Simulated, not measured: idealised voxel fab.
Name of the process module below: voxel trench capacitor
For reference, the cross-section in this document is cut, with width 245 nm and square cells of 5 nm.
If you're reading a cross-section in this doc, picture square cells in a grid; it comes to you as bands, top ones listed first down to the bottom, and a band can be one or more rows of cells.
This entry defines a band. It first specifies the height of the band's top and the height of its bottom in nm, and then specifies the band's materials from left to right, stating each material with its width in nm. The word "all across" identifies a single material that fills the band from edge to edge, while the word "empty" identifies empty space.
We count height from 0. Below that, the starting wafer is all one material. The lowest band never ends at the bottom but goes on down; see "0 -> down" for how that is written.
Per-row width for "30 to 40": begins at first number (top row of band), ends at second number (bottom row), increment between rows held constant.
Given "identical to before" for a step, no cell of the cross-section differs between before and after that step.
For the entry "Encapsulated voids", the listed items are empty spaces with no open way to the top whose size is 8 cells or more; each item follows the pattern width x height at distance, where distance is from the left edge and all three are in nm.
Anything after a step's settings on that line? It's the simulator's own note about the step.
The optional step-line setting "overlay nm" applies to steps with a mask and quantifies how far to the right of its planned location the mask lay, a negative value indicating leftward placement.
# Intended process steps
1 RECEIVE | material Si
2 CONFORMAL_DEP | material SiN | thk nm 5
3 PATTERN | tone open | mask id TRENCH | material resist | width nm 25 | pitch nm 50 | thk nm 15 | overlay nm 0
4 DIRECTIONAL_ETCH | etch materials SiN | depth nm 5
5 DIRECTIONAL_ETCH | etch materials Si | depth nm 40
6 STRIP | etch materials resist
7 CONFORMAL_DEP | material Al2O3 | thk nm 5
8 CONFORMAL_DEP | material TiN | thk nm 5
9 FILL_DEP | material W | thk nm 10
10 CMP | height nm 5
# The following pertains to the first of two wafers, which was processed as planned
# Wafer cross-section on receipt, i.e. after step 1
    0 -> down = Si all across
    Encapsulated voids: none
# Wafer xsec, post step 2
    5 -> 0 = SiN all across
    below 0: unchanged
# Wafer xsec, post step 3
    20 -> 5 = 85 of resist  25 of empty  25 of resist  25 of empty  85 of resist
    below 5: unchanged
# Wafer xsec, post step 4
    20 -> 5 = 85 of resist  25 of empty  25 of resist  25 of empty  85 of resist
    5 -> 0 = 85 of SiN  25 of empty  25 of SiN  25 of empty  85 of SiN
    below 0: unchanged
# Wafer xsec, post step 5
    20 -> 5 = 85 of resist  25 of empty  25 of resist  25 of empty  85 of resist
    5 -> 0 = 85 of SiN  25 of empty  25 of SiN  25 of empty  85 of SiN
    0 -> -40 = 85 of Si  25 of empty  25 of Si  25 of empty  85 of Si
    below -40: unchanged
# Wafer xsec, post step 6
    5 -> 0 = 85 of SiN  25 of empty  25 of SiN  25 of empty  85 of SiN
    below 0: unchanged
# Wafer xsec, post step 7
    10 -> 5 = 90 of Al2O3  15 of empty  35 of Al2O3  15 of empty  90 of Al2O3
    5 -> 0 = 85 of SiN  5 of Al2O3  15 of empty  5 of Al2O3  25 of SiN  5 of Al2O3  15 of empty  5 of Al2O3  85 of SiN
    0 -> -35 = 85 of Si  5 of Al2O3  15 of empty  5 of Al2O3  25 of Si  5 of Al2O3  15 of empty  5 of Al2O3  85 of Si
    -35 -> -40 = 85 of Si  25 of Al2O3  25 of Si  25 of Al2O3  85 of Si
    below -40: unchanged
# Wafer xsec, post step 8
    15 -> 10 = 95 of TiN  5 of empty  45 of TiN  5 of empty  95 of TiN
    10 -> 5 = 90 of Al2O3  5 of TiN  5 of empty  5 of TiN  35 of Al2O3  5 of TiN  5 of empty  5 of TiN  90 of Al2O3
    5 -> 0 = 85 of SiN  5 of Al2O3  5 of TiN  5 of empty  5 of TiN  5 of Al2O3  25 of SiN  5 of Al2O3  5 of TiN  5 of empty  5 of TiN  5 of Al2O3  85 of SiN
    0 -> -30 = 85 of Si  5 of Al2O3  5 of TiN  5 of empty  5 of TiN  5 of Al2O3  25 of Si  5 of Al2O3  5 of TiN  5 of empty  5 of TiN  5 of Al2O3  85 of Si
    -30 -> -35 = 85 of Si  5 of Al2O3  15 of TiN  5 of Al2O3  25 of Si  5 of Al2O3  15 of TiN  5 of Al2O3  85 of Si
    below -35: unchanged
# Wafer xsec, post step 9
    25 -> 15 = W all across
    15 -> 10 = 95 of TiN  5 of W  45 of TiN  5 of W  95 of TiN
    10 -> 5 = 90 of Al2O3  5 of TiN  5 of W  5 of TiN  35 of Al2O3  5 of TiN  5 of W  5 of TiN  90 of Al2O3
    5 -> 0 = 85 of SiN  5 of Al2O3  5 of TiN  5 of W  5 of TiN  5 of Al2O3  25 of SiN  5 of Al2O3  5 of TiN  5 of W  5 of TiN  5 of Al2O3  85 of SiN
    0 -> -30 = 85 of Si  5 of Al2O3  5 of TiN  5 of W  5 of TiN  5 of Al2O3  25 of Si  5 of Al2O3  5 of TiN  5 of W  5 of TiN  5 of Al2O3  85 of Si
    below -30: unchanged
# Wafer xsec, post step 10
    5 -> 0 = 85 of SiN  5 of Al2O3  5 of TiN  5 of W  5 of TiN  5 of Al2O3  25 of SiN  5 of Al2O3  5 of TiN  5 of W  5 of TiN  5 of Al2O3  85 of SiN
    below 0: unchanged
# Second wafer. Start and plan as for the first. One mistake made in running. Agrees with the first up to and including step 9
Planned end of step 10: second wafer, cross-section: identical to before
Against the plan, the run slipped here: step 10 of the plan: omitted, not performed
FYI, end of process, the second wafer has more or fewer cells of some materials than the first: Al2O3 +43; TiN +51; W +102
